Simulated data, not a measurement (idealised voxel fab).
A process module follows: voxel transistor to metal.
The width of the displayed cross-section, cut, is 175 nm; its cells are square, with a size of 5 nm.
Cross-sections here: square-cell grids, written as top-down lists of bands, a band being one or more rows of cells.
Within each band entry, the heights of the top and of the bottom of the band appear first, in that order and in nm; the materials of the band then follow from left to right, each with its corresponding width in nm. The designation "edge to edge" on a single material indicates that it fills the band from edge to edge; the designation "blank" indicates empty space.
Counting heights begins at 0, where everything beneath is, in the wafer as received, one material. The lowest band has no bottom; it goes on downwards, as "0..down" shows.
The expression "30 to 40" gives the width at the extremes of the band, the first number at its top row of cells and the second at its bottom row, with the width changing by equal amounts from each row to the next in between.
The designation "no change occurred", where it is given for a processing step, indicates that no cell of the cross-section was altered in the course of that step.
Entry "Fully sealed cavities" = empty spaces >= 8 cells with no open way to the top; each as width x height at distance, distance from left edge, all nm.
Where a step's line continues beyond its settings, the continuation is a remark by the simulator itself on that step.
overlay nm: step with mask; distance mask lay right of planned place; negative value = left of planned place.
Note on reading: below, each pair holds a cross-section from before one process step and one from after it; the one from after shows only down to the lowest band that changed. Beneath the pair, the step in between is stated along with its settings. The pairs can stem from different runs of this module on the same starting wafer. Where a pair's entry headed "Pre-process cross-section" says so, and only there, that pair continues from the pair above it.
-- Pre-process cross-section
	20..15  60 nm blank, then 5 nm SiN, then 45 nm blank, then 5 nm SiN, then 60 nm blank
	15..5  60 nm SiO2, then 5 nm SiN, then 45 nm blank, then 5 nm SiN, then 60 nm SiO2
	5..-5  20 nm SiO2, then 5 nm SiN, then 35 nm SiO2, then 5 nm SiN, then 45 nm blank, then 5 nm SiN, then 35 nm SiO2, then 5 nm SiN, then 20 nm SiO2
	-5..-10  65 nm SiO2, then 45 nm blank, then 65 nm SiO2
	-10..-15  SiO2 edge to edge
	-15..down  Si edge to edge
	Fully sealed cavities: none
-- As Processed
	25..20  55 nm blank, then 15 nm HfO2, then 35 nm blank, then 15 nm HfO2, then 55 nm blank
	20..15  60 nm HfO2, then 5 nm SiN, then 5 nm HfO2, then 35 nm blank, then 5 nm HfO2, then 5 nm SiN, then 60 nm HfO2
	15..5  60 nm SiO2, then 5 nm SiN, then 5 nm HfO2, then 35 nm blank, then 5 nm HfO2, then 5 nm SiN, then 60 nm SiO2
	5..-5  20 nm SiO2, then 5 nm SiN, then 35 nm SiO2, then 5 nm SiN, then 5 nm HfO2, then 35 nm blank, then 5 nm HfO2, then 5 nm SiN, then 35 nm SiO2, then 5 nm SiN, then 20 nm SiO2
	-5..-10  65 nm SiO2, then 45 nm HfO2, then 65 nm SiO2
	Below -10, no change.
	Fully sealed cavities: none
As a process note, the step between the before and after cross-sections shown above is CONFORMAL_DEP | material HfO2 | thk nm 5
Pre-process cross-section: equal to the after panel directly above.
-- As Processed
	30..25  50 nm blank, then 25 nm TiN, then 25 nm blank, then 25 nm TiN, then 50 nm blank
	25..20  55 nm TiN, then 15 nm HfO2, then 5 nm TiN, then 25 nm blank, then 5 nm TiN, then 15 nm HfO2, then 55 nm TiN
	20..15  60 nm HfO2, then 5 nm SiN, then 5 nm HfO2, then 5 nm TiN, then 25 nm blank, then 5 nm TiN, then 5 nm HfO2, then 5 nm SiN, then 60 nm HfO2
	15..5  60 nm SiO2, then 5 nm SiN, then 5 nm HfO2, then 5 nm TiN, then 25 nm blank, then 5 nm TiN, then 5 nm HfO2, then 5 nm SiN, then 60 nm SiO2
	5..0  20 nm SiO2, then 5 nm SiN, then 35 nm SiO2, then 5 nm SiN, then 5 nm HfO2, then 5 nm TiN, then 25 nm blank, then 5 nm TiN, then 5 nm HfO2, then 5 nm SiN, then 35 nm SiO2, then 5 nm SiN, then 20 nm SiO2
	0..-5  20 nm SiO2, then 5 nm SiN, then 35 nm SiO2, then 5 nm SiN, then 5 nm HfO2, then 35 nm TiN, then 5 nm HfO2, then 5 nm SiN, then 35 nm SiO2, then 5 nm SiN, then 20 nm SiO2
	Below -5, no change.
	Fully sealed cavities: none
As a process note, the step between the before and after cross-sections shown above is CONFORMAL_DEP | material TiN | thk nm 5
Pre-process cross-section: equal to the after panel directly above.
-- As Processed
	35..30  W edge to edge
	30..25  50 nm W, then 25 nm TiN, then 25 nm W, then 25 nm TiN, then 50 nm W
	25..20  55 nm TiN, then 15 nm HfO2, then 5 nm TiN, then 25 nm W, then 5 nm TiN, then 15 nm HfO2, then 55 nm TiN
	20..15  60 nm HfO2, then 5 nm SiN, then 5 nm HfO2, then 5 nm TiN, then 25 nm W, then 5 nm TiN, then 5 nm HfO2, then 5 nm SiN, then 60 nm HfO2
	15..5  60 nm SiO2, then 5 nm SiN, then 5 nm HfO2, then 5 nm TiN, then 25 nm W, then 5 nm TiN, then 5 nm HfO2, then 5 nm SiN, then 60 nm SiO2
	5..0  20 nm SiO2, then 5 nm SiN, then 35 nm SiO2, then 5 nm SiN, then 5 nm HfO2, then 5 nm TiN, then 25 nm W, then 5 nm TiN, then 5 nm HfO2, then 5 nm SiN, then 35 nm SiO2, then 5 nm SiN, then 20 nm SiO2
	Below 0, no change.
	Fully sealed cavities: none
As a process note, the step between the before and after cross-sections shown above is FILL_DEP | material W | thk nm 5
Pre-process cross-section: equal to the after panel directly above.
-- As Processed
	15..5  60 nm SiO2, then 5 nm SiN, then 5 nm HfO2, then 5 nm TiN, then 25 nm W, then 5 nm TiN, then 5 nm HfO2, then 5 nm SiN, then 60 nm SiO2
	Below 5, no change.
	Fully sealed cavities: none
As a process note, the step between the before and after cross-sections shown above is CMP | height nm 15
Pre-process cross-section: equal to the after panel directly above.
-- As Processed
	25..15  SiO2 edge to edge
	Below 15, no change.
	Fully sealed cavities: none
As a process note, the step between the before and after cross-sections shown above is DIRECTIONAL_DEP | material SiO2 | thk nm 10
Pre-process cross-section: equal to the after panel directly above.
-- As Processed
	25..15  30 nm SiO2, then 20 nm blank, then 75 nm SiO2, then 20 nm blank, then 30 nm SiO2
	15..5  30 nm SiO2, then 20 nm blank, then 10 nm SiO2, then 5 nm SiN, then 5 nm HfO2, then 5 nm TiN, then 25 nm W, then 5 nm TiN, then 5 nm HfO2, then 5 nm SiN, then 10 nm SiO2, then 20 nm blank, then 30 nm SiO2
	5..0  20 nm SiO2, then 5 nm SiN, then 5 nm SiO2, then 20 nm blank, then 10 nm SiO2, then 5 nm SiN, then 5 nm HfO2, then 5 nm TiN, then 25 nm W, then 5 nm TiN, then 5 nm HfO2, then 5 nm SiN, then 10 nm SiO2, then 20 nm blank, then 5 nm SiO2, then 5 nm SiN, then 20 nm SiO2
	0..-5  20 nm SiO2, then 5 nm SiN, then 5 nm SiO2, then 20 nm blank, then 10 nm SiO2, then 5 nm SiN, then 5 nm HfO2, then 35 nm TiN, then 5 nm HfO2, then 5 nm SiN, then 10 nm SiO2, then 20 nm blank, then 5 nm SiO2, then 5 nm SiN, then 20 nm SiO2
	Below -5, no change.
	Fully sealed cavities: none
As a process note, the step between the before and after cross-sections shown above is MASKED_ETCH | tone open | mask id CONTACT | width nm 20 | pitch nm 95 | etch materials SiO2 | depth nm 30 | overlay nm 0
Pre-process cross-section: equal to the after panel directly above.
-- As Processed
	30..25  35 nm TiN, then 10 nm blank, then 85 nm TiN, then 10 nm blank, then 35 nm TiN
	25..15  30 nm SiO2, then 5 nm TiN, then 10 nm blank, then 5 nm TiN, then 75 nm SiO2, then 5 nm TiN, then 10 nm blank, then 5 nm TiN, then 30 nm SiO2
	15..5  30 nm SiO2, then 5 nm TiN, then 10 nm blank, then 5 nm TiN, then 10 nm SiO2, then 5 nm SiN, then 5 nm HfO2, then 5 nm TiN, then 25 nm W, then 5 nm TiN, then 5 nm HfO2, then 5 nm SiN, then 10 nm SiO2, then 5 nm TiN, then 10 nm blank, then 5 nm TiN, then 30 nm SiO2
	5..0  20 nm SiO2, then 5 nm SiN, then 5 nm SiO2, then 5 nm TiN, then 10 nm blank, then 5 nm TiN, then 10 nm SiO2, then 5 nm SiN, then 5 nm HfO2, then 5 nm TiN, then 25 nm W, then 5 nm TiN, then 5 nm HfO2, then 5 nm SiN, then 10 nm SiO2, then 5 nm TiN, then 10 nm blank, then 5 nm TiN, then 5 nm SiO2, then 5 nm SiN, then 20 nm SiO2
	0..-5  20 nm SiO2, then 5 nm SiN, then 5 nm SiO2, then 20 nm TiN, then 10 nm SiO2, then 5 nm SiN, then 5 nm HfO2, then 35 nm TiN, then 5 nm HfO2, then 5 nm SiN, then 10 nm SiO2, then 20 nm TiN, then 5 nm SiO2, then 5 nm SiN, then 20 nm SiO2
	Below -5, no change.
	Fully sealed cavities: none
As a process note, the step between the before and after cross-sections shown above is CONFORMAL_DEP | material TiN | thk nm 5
Pre-process cross-section: equal to the after panel directly above.
-- As Processed
	40..30  Ru edge to edge
	30..25  35 nm TiN, then 10 nm Ru, then 85 nm TiN, then 10 nm Ru, then 35 nm TiN
	25..15  30 nm SiO2, then 5 nm TiN, then 10 nm Ru, then 5 nm TiN, then 75 nm SiO2, then 5 nm TiN, then 10 nm Ru, then 5 nm TiN, then 30 nm SiO2
	15..5  30 nm SiO2, then 5 nm TiN, then 10 nm Ru, then 5 nm TiN, then 10 nm SiO2, then 5 nm SiN, then 5 nm HfO2, then 5 nm TiN, then 25 nm W, then 5 nm TiN, then 5 nm HfO2, then 5 nm SiN, then 10 nm SiO2, then 5 nm TiN, then 10 nm Ru, then 5 nm TiN, then 30 nm SiO2
	5..0  20 nm SiO2, then 5 nm SiN, then 5 nm SiO2, then 5 nm TiN, then 10 nm Ru, then 5 nm TiN, then 10 nm SiO2, then 5 nm SiN, then 5 nm HfO2, then 5 nm TiN, then 25 nm W, then 5 nm TiN, then 5 nm HfO2, then 5 nm SiN, then 10 nm SiO2, then 5 nm TiN, then 10 nm Ru, then 5 nm TiN, then 5 nm SiO2, then 5 nm SiN, then 20 nm SiO2
	Below 0, no change.
	Fully sealed cavities: none
As a process note, the step between the before and after cross-sections shown above is FILL_DEP | material Ru | thk nm 10
Pre-process cross-section: equal to the after panel directly above.
-- As Processed
	25..15  30 nm SiO2, then 5 nm TiN, then 10 nm Ru, then 5 nm TiN, then 75 nm SiO2, then 5 nm TiN, then 10 nm Ru, then 5 nm TiN, then 30 nm SiO2
	Below 15, no change.
	Fully sealed cavities: none
As a process note, the step between the before and after cross-sections shown above is CMP | height nm 25
Pre-process cross-section: equal to the after panel directly above.
-- As Processed
	30..25  TiN edge to edge
	Below 25, no change.
	Fully sealed cavities: none
As a process note, the step between the before and after cross-sections shown above is DIRECTIONAL_DEP | material TiN | thk nm 5
Pre-process cross-section: equal to the after panel directly above.
-- As Processed
	50..30  Ru edge to edge
	Below 30, no change.
	Fully sealed cavities: none
As a process note, the step between the before and after cross-sections shown above is DIRECTIONAL_DEP | material Ru | thk nm 20
Pre-process cross-section: equal to the after panel directly above.
-- As Processed
	60..50  aC edge to edge
	Below 50, no change.
	Fully sealed cavities: none
As a process note, the step between the before and after cross-sections shown above is DIRECTIONAL_DEP | material aC | thk nm 10
Pre-process cross-section: equal to the after panel directly above.
-- As Processed
	90..60  30 nm blank, then 20 nm resist, then 75 nm blank, then 20 nm resist, then 30 nm blank
	Below 60, no change.
	Fully sealed cavities: none
As a process note, the step between the before and after cross-sections shown above is PATTERN | tone cover | mask id METAL_1 | material resist | width nm 20 | pitch nm 95 | thk nm 30 | overlay nm 0
Pre-process cross-section: equal to the after panel directly above.
-- As Processed
	80..60  30 nm blank, then 20 nm resist, then 75 nm blank, then 20 nm resist, then 30 nm blank
	60..50  30 nm blank, then 20 nm aC, then 75 nm blank, then 20 nm aC, then 30 nm blank
	Below 50, no change.
	Fully sealed cavities: none
As a process note, the step between the before and after cross-sections shown above is DIRECTIONAL_ETCH | etch materials aC | depth nm 10
Pre-process cross-section: equal to the after panel directly above.
-- As Processed
	60..50  30 nm blank, then 20 nm aC, then 75 nm blank, then 20 nm aC, then 30 nm blank
	Below 50, no change.
	Fully sealed cavities: none
As a process note, the step between the before and after cross-sections shown above is STRIP | etch materials resist
Pre-process cross-section: equal to the after panel directly above.
-- As Processed
	60..50  30 nm blank, then 20 nm aC, then 75 nm blank, then 20 nm aC, then 30 nm blank
	50..30  30 nm blank, then 20 nm Ru, then 75 nm blank, then 20 nm Ru, then 30 nm blank
	Below 30, no change.
	Fully sealed cavities: none
As a process note, the step between the before and after cross-sections shown above is DIRECTIONAL_ETCH | etch materials Ru | depth nm 20
Pre-process cross-section: equal to the after panel directly above.
-- As Processed
	60..50  30 nm blank, then 20 nm aC, then 75 nm blank, then 20 nm aC, then 30 nm blank
	50..30  30 nm blank, then 20 nm Ru, then 75 nm blank, then 20 nm Ru, then 30 nm blank
	30..25  30 nm blank, then 20 nm TiN, then 75 nm blank, then 20 nm TiN, then 30 nm blank
	Below 25, no change.
	Fully sealed cavities: none
As a process note, the step between the before and after cross-sections shown above is DIRECTIONAL_ETCH | etch materials TiN | depth nm 5
Pre-process cross-section: equal to the after panel directly above.
-- As Processed
	50..30  30 nm blank, then 20 nm Ru, then 75 nm blank, then 20 nm Ru, then 30 nm blank
	Below 30, no change.
	Fully sealed cavities: none
As a process note, the step between the before and after cross-sections shown above is STRIP | etch materials aC
Pre-process cross-section: equal to the after panel directly above.
-- As Processed
	55..50  SiO2 edge to edge
	50..30  30 nm SiO2, then 20 nm Ru, then 75 nm SiO2, then 20 nm Ru, then 30 nm SiO2
	30..25  30 nm SiO2, then 20 nm TiN, then 75 nm SiO2, then 20 nm TiN, then 30 nm SiO2
	Below 25, no change.
	Fully sealed cavities: none
As a process note, the step between the before and after cross-sections shown above is FILL_DEP | material SiO2 | thk nm 5
Pre-process cross-section: equal to the after panel directly above.
-- As Processed
	50..30  30 nm SiO2, then 20 nm Ru, then 75 nm SiO2, then 20 nm Ru, then 30 nm SiO2
	Below 30, no change.
	Fully sealed cavities: none
As a process note, the step between the before and after cross-sections shown above is CMP | height nm 50
Pre-process cross-section: equal to the after panel directly above.
-- As Processed
	55..50  SiCN edge to edge
	Below 50, no change.
	Fully sealed cavities: none
As a process note, the step between the before and after cross-sections shown above is CONFORMAL_DEP | material SiCN | thk nm 5
Pre-process cross-section: equal to the after panel directly above.
-- As Processed
	85..55  lowk edge to edge
	Below 55, no change.
	Fully sealed cavities: none
As a process note, the step between the before and after cross-sections shown above is DIRECTIONAL_DEP | material lowk | thk nm 30
Pre-process cross-section: equal to the after panel directly above.
-- As Processed
	85..65  30 nm lowk, then 20 nm blank, then 75 nm lowk, then 20 nm blank, then 30 nm lowk
	Below 65, no change.
	Fully sealed cavities: none
As a process note, the step between the before and after cross-sections shown above is MASKED_ETCH | tone open | mask id METAL_2 | width nm 20 | pitch nm 95 | etch materials lowk | depth nm 20 | overlay nm 0
Pre-process cross-section: equal to the after panel directly above.
-- As Processed
	100..85  30 nm resist, then 15 nm blank, then 80 nm resist, then 15 nm blank, then 35 nm resist
	85..65  30 nm lowk, then 15 nm blank, then 5 nm resist, then 75 nm lowk, then 15 nm blank, then 5 nm resist, then 30 nm lowk
	Below 65, no change.
	Fully sealed cavities: none
As a process note, the step between the before and after cross-sections shown above is PATTERN | tone open | mask id METAL_2_HOLES | material resist | width nm 15 | pitch nm 95 | thk nm 15 | overlay nm 0
Pre-process cross-section: equal to the after panel directly above.
-- As Processed
	100..85  30 nm resist, then 15 nm blank, then 80 nm resist, then 15 nm blank, then 35 nm resist
	85..65  30 nm lowk, then 15 nm blank, then 5 nm resist, then 75 nm lowk, then 15 nm blank, then 5 nm resist, then 30 nm lowk
	65..55  30 nm lowk, then 15 nm blank, then 80 nm lowk, then 15 nm blank, then 35 nm lowk
	Below 55, no change.
	Fully sealed cavities: none
As a process note, the step between the before and after cross-sections shown above is DIRECTIONAL_ETCH | etch materials lowk | depth nm 10
Pre-process cross-section: equal to the after panel directly above.
-- As Processed
	100..85  30 nm resist, then 15 nm blank, then 80 nm resist, then 15 nm blank, then 35 nm resist
	85..65  30 nm lowk, then 15 nm blank, then 5 nm resist, then 75 nm lowk, then 15 nm blank, then 5 nm resist, then 30 nm lowk
	65..55  30 nm lowk, then 15 nm blank, then 80 nm lowk, then 15 nm blank, then 35 nm lowk
	55..50  30 nm SiCN, then 15 nm blank, then 80 nm SiCN, then 15 nm blank, then 35 nm SiCN
	Below 50, no change.
	Fully sealed cavities: none
As a process note, the step between the before and after cross-sections shown above is DIRECTIONAL_ETCH | etch materials SiCN | depth nm 5
Pre-process cross-section: equal to the after panel directly above.
-- As Processed
	85..65  30 nm lowk, then 20 nm blank, then 75 nm lowk, then 20 nm blank, then 30 nm lowk
	Below 65, no change.
	Fully sealed cavities: none
As a process note, the step between the before and after cross-sections shown above is STRIP | etch materials resist
Pre-process cross-section: equal to the after panel directly above.
-- As Processed
	90..85  35 nm TiN, then 10 nm blank, then 85 nm TiN, then 10 nm blank, then 35 nm TiN
	85..70  30 nm lowk, then 5 nm TiN, then 10 nm blank, then 5 nm TiN, then 75 nm lowk, then 5 nm TiN, then 10 nm blank, then 5 nm TiN, then 30 nm lowk
	70..65  30 nm lowk, then 5 nm TiN, then 5 nm blank, then 10 nm TiN, then 75 nm lowk, then 5 nm TiN, then 5 nm blank, then 10 nm TiN, then 30 nm lowk
	65..55  30 nm lowk, then 5 nm TiN, then 5 nm blank, then 5 nm TiN, then 80 nm lowk, then 5 nm TiN, then 5 nm blank, then 5 nm TiN, then 35 nm lowk
	55..50  30 nm SiCN, then 15 nm TiN, then 80 nm SiCN, then 15 nm TiN, then 35 nm SiCN
	Below 50, no change.
	Fully sealed cavities: none
As a process note, the step between the before and after cross-sections shown above is CONFORMAL_DEP | material TiN | thk nm 5
Pre-process cross-section: equal to the after panel directly above.
-- As Processed
	95..90  Cu edge to edge
	90..85  35 nm TiN, then 10 nm Cu, then 85 nm TiN, then 10 nm Cu, then 35 nm TiN
	85..70  30 nm lowk, then 5 nm TiN, then 10 nm Cu, then 5 nm TiN, then 75 nm lowk, then 5 nm TiN, then 10 nm Cu, then 5 nm TiN, then 30 nm lowk
	70..65  30 nm lowk, then 5 nm TiN, then 5 nm Cu, then 10 nm TiN, then 75 nm lowk, then 5 nm TiN, then 5 nm Cu, then 10 nm TiN, then 30 nm lowk
	65..55  30 nm lowk, then 5 nm TiN, then 5 nm Cu, then 5 nm TiN, then 80 nm lowk, then 5 nm TiN, then 5 nm Cu, then 5 nm TiN, then 35 nm lowk
	Below 55, no change.
	Fully sealed cavities: none
As a process note, the step between the before and after cross-sections shown above is FILL_DEP | material Cu | thk nm 5
Pre-process cross-section: equal to the after panel directly above.
-- As Processed
	85..70  30 nm lowk, then 5 nm TiN, then 10 nm Cu, then 5 nm TiN, then 75 nm lowk, then 5 nm TiN, then 10 nm Cu, then 5 nm TiN, then 30 nm lowk
	Below 70, no change.
	Fully sealed cavities: none
As a process note, the step between the before and after cross-sections shown above is CMP | height nm 85
Pre-process cross-section: equal to the after panel directly above.
-- As Processed
	90..85  SiN edge to edge
	Below 85, no change.
	Fully sealed cavities: none
As a process note, the step between the before and after cross-sections shown above is CONFORMAL_DEP | material SiN | thk nm 5
-- Pre-process cross-section
	60..50  aC edge to edge
	50..30  Ru edge to edge
	30..25  TiN edge to edge
	25..15  30 nm SiO2, then 5 nm TiN, then 10 nm Ru, then 5 nm TiN, then 75 nm SiO2, then 5 nm TiN, then 10 nm Ru, then 5 nm TiN, then 30 nm SiO2
	15..5  30 nm SiO2, then 5 nm TiN, then 10 nm Ru, then 5 nm TiN, then 10 nm SiO2, then 5 nm SiN, then 5 nm HfO2, then 5 nm TiN, then 25 nm W, then 5 nm TiN, then 5 nm HfO2, then 5 nm SiN, then 10 nm SiO2, then 5 nm TiN, then 10 nm Ru, then 5 nm TiN, then 30 nm SiO2
	5..0  20 nm SiO2, then 5 nm SiN, then 5 nm SiO2, then 10 nm TiN, then 5 nm Ru, then 5 nm TiN, then 10 nm SiO2, then 5 nm SiN, then 5 nm HfO2, then 5 nm TiN, then 25 nm W, then 5 nm TiN, then 5 nm HfO2, then 5 nm SiN, then 10 nm SiO2, then 5 nm TiN, then 5 nm Ru, then 10 nm TiN, then 5 nm SiO2, then 5 nm SiN, then 20 nm SiO2
	0..-5  20 nm SiO2, then 5 nm SiN, then 10 nm SiGe, then 15 nm TiN, then 10 nm SiGe, then 5 nm SiN, then 5 nm HfO2, then 35 nm TiN, then 5 nm HfO2, then 5 nm SiN, then 10 nm SiGe, then 15 nm TiN, then 10 nm SiGe, then 5 nm SiN, then 20 nm SiO2
	-5..-10  25 nm SiO2, then 35 nm SiGe, then 5 nm SiO2, then 45 nm HfO2, then 5 nm SiO2, then 35 nm SiGe, then 25 nm SiO2
	-10..-15  20 nm SiO2, then 5 nm Si, then 35 nm SiGe, then 55 nm Si, then 35 nm SiGe, then 5 nm Si, then 20 nm SiO2
	-15..-35  20 nm SiO2, then 135 nm Si, then 20 nm SiO2
	-35..down  Si edge to edge
	Fully sealed cavities: none
-- As Processed
	90..60  30 nm blank, then 25 nm resist, then 70 nm blank, then 25 nm resist, then 25 nm blank
	Below 60, no change.
	Fully sealed cavities: none
As a process note, the step between the before and after cross-sections shown above is PATTERN | tone cover | mask id METAL_1 | material resist | width nm 25 | pitch nm 95 | thk nm 30 | overlay nm 0
Pre-process cross-section: equal to the after panel directly above.
-- As Processed
	80..60  30 nm blank, then 25 nm resist, then 70 nm blank, then 25 nm resist, then 25 nm blank
	60..50  30 nm blank, then 25 nm aC, then 70 nm blank, then 25 nm aC, then 25 nm blank
	Below 50, no change.
	Fully sealed cavities: none
As a process note, the step between the before and after cross-sections shown above is DIRECTIONAL_ETCH | etch materials aC | depth nm 10
Pre-process cross-section: equal to the after panel directly above.
-- As Processed
	60..50  30 nm blank, then 25 nm aC, then 70 nm blank, then 25 nm aC, then 25 nm blank
	Below 50, no change.
	Fully sealed cavities: none
As a process note, the step between the before and after cross-sections shown above is STRIP | etch materials resist
Pre-process cross-section: equal to the after panel directly above.
-- As Processed
	60..50  30 nm blank, then 25 nm aC, then 70 nm blank, then 25 nm aC, then 25 nm blank
	50..30  30 nm blank, then 25 nm Ru, then 70 nm blank, then 25 nm Ru, then 25 nm blank
	Below 30, no change.
	Fully sealed cavities: none
As a process note, the step between the before and after cross-sections shown above is DIRECTIONAL_ETCH | etch materials Ru | depth nm 20
Pre-process cross-section: equal to the after panel directly above.
-- As Processed
	60..50  30 nm blank, then 25 nm aC, then 70 nm blank, then 25 nm aC, then 25 nm blank
	50..30  30 nm blank, then 25 nm Ru, then 70 nm blank, then 25 nm Ru, then 25 nm blank
	30..25  30 nm blank, then 25 nm TiN, then 70 nm blank, then 25 nm TiN, then 25 nm blank
	Below 25, no change.
	Fully sealed cavities: none
As a process note, the step between the before and after cross-sections shown above is DIRECTIONAL_ETCH | etch materials TiN | depth nm 5
Pre-process cross-section: equal to the after panel directly above.
-- As Processed
	50..30  30 nm blank, then 25 nm Ru, then 70 nm blank, then 25 nm Ru, then 25 nm blank
	Below 30, no change.
	Fully sealed cavities: none
As a process note, the step between the before and after cross-sections shown above is STRIP | etch materials aC
Pre-process cross-section: equal to the after panel directly above.
-- As Processed
	55..50  SiO2 edge to edge
	50..30  30 nm SiO2, then 25 nm Ru, then 70 nm SiO2, then 25 nm Ru, then 25 nm SiO2
	30..25  30 nm SiO2, then 25 nm TiN, then 70 nm SiO2, then 25 nm TiN, then 25 nm SiO2
	Below 25, no change.
	Fully sealed cavities: none
As a process note, the step between the before and after cross-sections shown above is FILL_DEP | material SiO2 | thk nm 5
Pre-process cross-section: equal to the after panel directly above.
-- As Processed
	50..30  30 nm SiO2, then 25 nm Ru, then 70 nm SiO2, then 25 nm Ru, then 25 nm SiO2
	Below 30, no change.
	Fully sealed cavities: none
As a process note, the step between the before and after cross-sections shown above is CMP | height nm 50
Pre-process cross-section: equal to the after panel directly above.
-- As Processed
	55..50  SiCN edge to edge
	Below 50, no change.
	Fully sealed cavities: none
As a process note, the step between the before and after cross-sections shown above is CONFORMAL_DEP | material SiCN | thk nm 5
Pre-process cross-section: equal to the after panel directly above.
-- As Processed
	85..55  lowk edge to edge
	Below 55, no change.
	Fully sealed cavities: none
As a process note, the step between the before and after cross-sections shown above is DIRECTIONAL_DEP | material lowk | thk nm 30
Pre-process cross-section: equal to the after panel directly above.
-- As Processed
	85..65  30 nm lowk, then 20 nm blank, then 75 nm lowk, then 20 nm blank, then 30 nm lowk
	Below 65, no change.
	Fully sealed cavities: none
As a process note, the step between the before and after cross-sections shown above is MASKED_ETCH | tone open | mask id METAL_2 | width nm 20 | pitch nm 95 | etch materials lowk | depth nm 20 | overlay nm 0
Pre-process cross-section: equal to the after panel directly above.
-- As Processed
	100..85  30 nm resist, then 15 nm blank, then 80 nm resist, then 15 nm blank, then 35 nm resist
	85..65  30 nm lowk, then 15 nm blank, then 5 nm resist, then 75 nm lowk, then 15 nm blank, then 5 nm resist, then 30 nm lowk
	Below 65, no change.
	Fully sealed cavities: none
As a process note, the step between the before and after cross-sections shown above is PATTERN | tone open | mask id METAL_2_HOLES | material resist | width nm 15 | pitch nm 95 | thk nm 15 | overlay nm 0
Pre-process cross-section: equal to the after panel directly above.
-- As Processed
	100..85  30 nm resist, then 15 nm blank, then 80 nm resist, then 15 nm blank, then 35 nm resist
	85..65  30 nm lowk, then 15 nm blank, then 5 nm resist, then 75 nm lowk, then 15 nm blank, then 5 nm resist, then 30 nm lowk
	65..55  30 nm lowk, then 15 nm blank, then 80 nm lowk, then 15 nm blank, then 35 nm lowk
	Below 55, no change.
	Fully sealed cavities: none
As a process note, the step between the before and after cross-sections shown above is DIRECTIONAL_ETCH | etch materials lowk | depth nm 10
Pre-process cross-section: equal to the after panel directly above.
-- As Processed
	100..85  30 nm resist, then 15 nm blank, then 80 nm resist, then 15 nm blank, then 35 nm resist
	85..65  30 nm lowk, then 15 nm blank, then 5 nm resist, then 75 nm lowk, then 15 nm blank, then 5 nm resist, then 30 nm lowk
	65..55  30 nm lowk, then 15 nm blank, then 80 nm lowk, then 15 nm blank, then 35 nm lowk
	55..50  30 nm SiCN, then 15 nm blank, then 80 nm SiCN, then 15 nm blank, then 35 nm SiCN
	Below 50, no change.
	Fully sealed cavities: none
As a process note, the step between the before and after cross-sections shown above is DIRECTIONAL_ETCH | etch materials SiCN | depth nm 5
Pre-process cross-section: equal to the after panel directly above.
-- As Processed
	85..65  30 nm lowk, then 20 nm blank, then 75 nm lowk, then 20 nm blank, then 30 nm lowk
	Below 65, no change.
	Fully sealed cavities: none
As a process note, the step between the before and after cross-sections shown above is STRIP | etch materials resist
Pre-process cross-section: equal to the after panel directly above.
-- As Processed
	90..85  35 nm TiN, then 10 nm blank, then 85 nm TiN, then 10 nm blank, then 35 nm TiN
	85..70  30 nm lowk, then 5 nm TiN, then 10 nm blank, then 5 nm TiN, then 75 nm lowk, then 5 nm TiN, then 10 nm blank, then 5 nm TiN, then 30 nm lowk
	70..65  30 nm lowk, then 5 nm TiN, then 5 nm blank, then 10 nm TiN, then 75 nm lowk, then 5 nm TiN, then 5 nm blank, then 10 nm TiN, then 30 nm lowk
	65..55  30 nm lowk, then 5 nm TiN, then 5 nm blank, then 5 nm TiN, then 80 nm lowk, then 5 nm TiN, then 5 nm blank, then 5 nm TiN, then 35 nm lowk
	55..50  30 nm SiCN, then 15 nm TiN, then 80 nm SiCN, then 15 nm TiN, then 35 nm SiCN
	Below 50, no change.
	Fully sealed cavities: none
As a process note, the step between the before and after cross-sections shown above is CONFORMAL_DEP | material TiN | thk nm 5
Pre-process cross-section: equal to the after panel directly above.
-- As Processed
	95..90  Cu edge to edge
	90..85  35 nm TiN, then 10 nm Cu, then 85 nm TiN, then 10 nm Cu, then 35 nm TiN
	85..70  30 nm lowk, then 5 nm TiN, then 10 nm Cu, then 5 nm TiN, then 75 nm lowk, then 5 nm TiN, then 10 nm Cu, then 5 nm TiN, then 30 nm lowk
	70..65  30 nm lowk, then 5 nm TiN, then 5 nm Cu, then 10 nm TiN, then 75 nm lowk, then 5 nm TiN, then 5 nm Cu, then 10 nm TiN, then 30 nm lowk
	65..55  30 nm lowk, then 5 nm TiN, then 5 nm Cu, then 5 nm TiN, then 80 nm lowk, then 5 nm TiN, then 5 nm Cu, then 5 nm TiN, then 35 nm lowk
	Below 55, no change.
	Fully sealed cavities: none
As a process note, the step between the before and after cross-sections shown above is FILL_DEP | material Cu | thk nm 5
Pre-process cross-section: equal to the after panel directly above.
-- As Processed
	85..70  30 nm lowk, then 5 nm TiN, then 10 nm Cu, then 5 nm TiN, then 75 nm lowk, then 5 nm TiN, then 10 nm Cu, then 5 nm TiN, then 30 nm lowk
	Below 70, no change.
	Fully sealed cavities: none
As a process note, the step between the before and after cross-sections shown above is CMP | height nm 85
Pre-process cross-section: equal to the after panel directly above.
-- As Processed
	90..85  SiN edge to edge
	Below 85, no change.
	Fully sealed cavities: none
As a process note, the step between the before and after cross-sections shown above is CONFORMAL_DEP | material SiN | thk nm 5
-- Pre-process cross-section
	45..35  15 nm SiCN, then 145 nm blank, then 15 nm SiCN
	35..30  SiCN edge to edge
	30..20  15 nm polySi, then 145 nm SiCN, then 15 nm polySi
	20..5  polySi edge to edge
	5..-5  15 nm SiO2, then 145 nm polySi, then 15 nm SiO2
	-5..-10  SiO2 edge to edge
	-10..-35  20 nm SiO2, then 135 nm Si, then 20 nm SiO2
	-35..down  Si edge to edge
	Fully sealed cavities: none
-- As Processed
	65..45  75 nm blank, then 35 nm resist, then 65 nm blank
	45..35  15 nm SiCN, then 60 nm blank, then 35 nm resist, then 50 nm blank, then 15 nm SiCN
	Below 35, no change.
	Fully sealed cavities: none
As a process note, the step between the before and after cross-sections shown above is PATTERN | tone cover | mask id GATE | material resist | width nm 35 | thk nm 20 | overlay nm 5
Pre-process cross-section: equal to the after panel directly above.
-- As Processed
	65..35  75 nm blank, then 35 nm resist, then 65 nm blank
	35..30  75 nm blank, then 35 nm SiCN, then 65 nm blank
	30..20  15 nm polySi, then 60 nm blank, then 35 nm SiCN, then 50 nm blank, then 15 nm polySi
	Below 20, no change.
	Fully sealed cavities: none
As a process note, the step between the before and after cross-sections shown above is DIRECTIONAL_ETCH | etch materials SiCN | depth nm 25
